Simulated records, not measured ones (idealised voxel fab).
process module | voxel quadruple lines
cross-section cut | 170 nm wide | cells 5 nm
A cross-section is a grid of square cells, given in bands from the top down. A band is one or more rows of cells.
Each band's line starts with the height of the band's top and of its bottom, in nm. Then come its materials from left to right, each with its width in nm. One material with "throughout" fills the band from edge to edge. "air" is empty space.
Height 0 is the level under which the wafer as received is all one material. The lowest band goes on downwards, as in "0 down".
A width such as "30 to 40" changes by the same amount from each row of cells to the next, from the band's top row to its bottom row.
"no change" after a step means that no cell of the cross-section changed.
closed voids: empty space of 8 cells or more with no open way to the top, each as width x height at its distance from the left edge, in nm
after a step's settings: what the simulator itself notes on the step
overlay nm, on a step with a mask: how far to the right of its planned place the mask lay; to the left if negative
plan
1 op RECEIVE | material Si
2 op CONFORMAL_DEP | material Al2O3 | thk nm 5
3 op DIRECTIONAL_DEP | material W | thk nm 10
4 op DIRECTIONAL_DEP | material polySi | thk nm 15
5 op DIRECTIONAL_DEP | material aC | thk nm 20
6 op PATTERN | tone cover | mask id MANDREL | material resist | width nm 20 | pitch nm 60 | thk nm 30 | overlay nm 0
7 op DIRECTIONAL_ETCH | etch materials aC | depth nm 20
8 op STRIP | etch materials resist
9 op CONFORMAL_DEP | material SiO2 | thk nm 10
10 op DIRECTIONAL_ETCH | etch materials SiO2 | depth nm 10
11 op STRIP | etch materials aC
12 op DIRECTIONAL_ETCH | etch materials polySi | depth nm 15
13 op STRIP | etch materials SiO2
14 op CONFORMAL_DEP | material SiCN | thk nm 5
15 op DIRECTIONAL_ETCH | etch materials SiCN | depth nm 5
16 op STRIP | etch materials polySi
17 op DIRECTIONAL_ETCH | etch materials W | depth nm 10
18 op STRIP | etch materials SiCN
19 op FILL_DEP | material SiO2 | thk nm 10
20 op CMP | height nm 15
as received, after step 1
  0 down: Si throughout
  closed voids: none
a wafer at the end: this start, this plan, one mistake
  15 to 5: SiO2 40 | W 5 | SiO2 20 | W 5 | SiO2 30 | W 5 | SiO2 20 | W 5 | SiO2 40
  5 to 0: Al2O3 throughout
  0 down: Si throughout
  closed voids: none
what went wrong: step 6 ran as: op PATTERN | tone open | mask id MANDREL | material resist | width nm 20 | pitch nm 60 | thk nm 30 | overlay nm 0
